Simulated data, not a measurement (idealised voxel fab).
Process module in this document: voxel trench capacitor
Xsec cut, 245 nm wide, square cell size 5 nm.
In what follows, cross-sections appear as grids of square cells, described through bands that run from the top down, where every band is one or more rows of cells.
A band entry consists of two parts. The first gives the height of the band's top and the height of its bottom, in nm. The rest lists the band's materials from left to right, each with its width in nm. A single material labelled with the word "throughout" fills the band from edge to edge, and the word "empty" marks empty space.
For the purposes of this specification, 0 denotes the height below which the wafer in its as-received condition is composed wholly of one material, and the lowermost band, lacking a lower limit, extends downward without end, as expressed in "0 down".
Width "30 to 40": first value at the band's top row of cells, second value at its bottom row, equal change from row to row.
A step reported as "no modifications" is a step in which no cell of the cross-section changed.
"Sealed-off cavities" contains a list of empty spaces, each no smaller than 8 cells and without an open way to the top, written in the form width x height at distance with the distance from the left edge and all three in nm.
What comes after the settings on a step's line is commentary from the simulator itself on that step.
overlay nm: mask offset rightward from planned place, masked step; negative means leftward offset.
THE PLANNED PROCESS STEPS ARE ENUMERATED HEREUNDER
step 1: RECEIVE | material Si
step 2: CONFORMAL_DEP | material SiN | thk nm 10
step 3: DIRECTIONAL_DEP | material aC | thk nm 10
step 4: PATTERN | tone open | mask id TRENCH | material resist | width nm 25 | pitch nm 45 | thk nm 25 | overlay nm 0
step 5: DIRECTIONAL_ETCH | etch materials aC | depth nm 10
step 6: STRIP | etch materials resist
step 7: DIRECTIONAL_ETCH | etch materials SiN | depth nm 10
step 8: DIRECTIONAL_ETCH | etch materials Si | depth nm 35
step 9: STRIP | etch materials aC
step 10: CONFORMAL_DEP | material Al2O3 | thk nm 5
step 11: CONFORMAL_DEP | material TiN | thk nm 5
step 12: FILL_DEP | material W | thk nm 10
step 13: CMP | height nm 0
Same starting wafers, different height nm at step 13. Plan value belongs to the first wafer.
RECEIVED WAFERS, FIRST OF SEVERAL: CROSS-SECTION AFTER STEP 1
0 down: Si throughout
Sealed-off cavities: none
EVERY ROW IN THIS TABLE IS A WAFER AT THE END OF THE MODULE, AND IT GIVES, FOR EACH OF THE MATERIALS, THE CELLS THAT WAFER HAS GAINED (+) OR LOST (-) SINCE IT WAS RECEIVED, THEN ITS CLOSED VOIDS
height nm 0; +34 Al2O3; -70 Si; +26 TiN; +10 W; Sealed-off cavities: none
height nm 5; +38 Al2O3; -70 Si; +39 SiN; +30 TiN; +12 W; Sealed-off cavities: none
height nm 10; +42 Al2O3; -70 Si; +78 SiN; +34 TiN; +14 W; Sealed-off cavities: none
height nm 15; +85 Al2O3; -70 Si; +78 SiN; +38 TiN; +16 W; Sealed-off cavities: none
height nm 20; +85 Al2O3; -70 Si; +78 SiN; +85 TiN; +18 W; Sealed-off cavities: none
height nm 25; +85 Al2O3; -70 Si; +78 SiN; +85 TiN; +67 W; Sealed-off cavities: none
